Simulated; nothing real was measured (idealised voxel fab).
Process module, titled voxel released beams
Square cell edge 5 nm, section width 195 nm, ID cut.
Each cross-section below is a grid of square cells, stated as bands in top-down order, with one or more rows of cells making up each band. It is stipulated that each band's entry specify, in nanometres, the height of the top of the band and then that of its bottom, followed by the materials of the band in left-to-right sequence, each together with its width in nanometres. A single material marked by the word "all across" is understood to fill the band from edge to edge; the word "empty" is understood to denote empty space. Ref level 0: as-received wafer is one material below here. Bottom band extends down with no lower bound ("0..down"). The width entry "30->40" should be interpreted row by row: the top row of cells in the band takes the first number, the bottom row takes the second number, and the change between adjacent rows is uniform throughout. Reading "remained unchanged" for a step: not a cell of the cross-section changed in it. What "Sealed internal voids" gives you is every empty space of 8 cells or more that is cut off from the top. Each appears as width x height at distance, with the distance taken from the left edge and width, height and distance all in nm. Step line, after settings: the simulator's comment on this step. Each step line may optionally specify "overlay nm", which for a step with a mask gives the rightward distance between the mask's planned place and where it lay, a negative value indicating the leftward direction.

**So here's the lineup of process steps we planned**
1,op RECEIVE | material Si
2,op CONFORMAL_DEP | material SiN | thk nm 10
3,op DIRECTIONAL_DEP | material SiO2 | thk nm 10
4,op DIRECTIONAL_DEP | material aC | thk nm 10
5,op PATTERN | tone open | mask id ANCHOR | material resist | width nm 45 | thk nm 25 | overlay nm 0
6,op DIRECTIONAL_ETCH | etch materials aC | depth nm 10
7,op STRIP | etch materials resist
8,op DIRECTIONAL_ETCH | etch materials SiO2 | depth nm 10
9,op STRIP | etch materials aC
10,op CONFORMAL_DEP | material polySi | thk nm 15
11,op DIRECTIONAL_DEP | material aC | thk nm 15
12,op PATTERN | tone cover | mask id BEAM | material resist | width nm 100 | thk nm 30 | overlay nm 0
13,op DIRECTIONAL_ETCH | etch materials aC | depth nm 15
14,op STRIP | etch materials resist
15,op DIRECTIONAL_ETCH | etch materials polySi | depth nm 15
16,op STRIP | etch materials aC
17,op STRIP | etch materials SiO2

**Cross-section, incoming material, after step 1**
> 0..down: Si all across
> Sealed internal voids: none

**Sectioned view, first of two wafers, at the close of the module, processed as intended in the plan**
> 35..25: empty 45, polySi 20, empty 15, polySi 65, empty 50
> 25..20: empty 45, polySi 100, empty 50
> 20..10: empty 50, polySi 45, empty 100
> 10..0: SiN all across
> 0..down: Si all across
> Sealed internal voids: none

**Cross-section at end of module for the second wafer of two, which matched the first in starting point and plan and differed by one mistake in its processing**
> 50..35: empty 45, polySi 100, empty 50
> 35..20: polySi all across
> 20..10: SiO2 50, polySi 45, SiO2 100
> 10..0: SiN all across
> 0..down: Si all across
> Sealed internal voids: none
Plan not followed: step 10 of the plan was carried out twice
Final difference in cells, second wafer against first, listed per material as more or fewer: SiO2: 60 more; polySi: 123 more
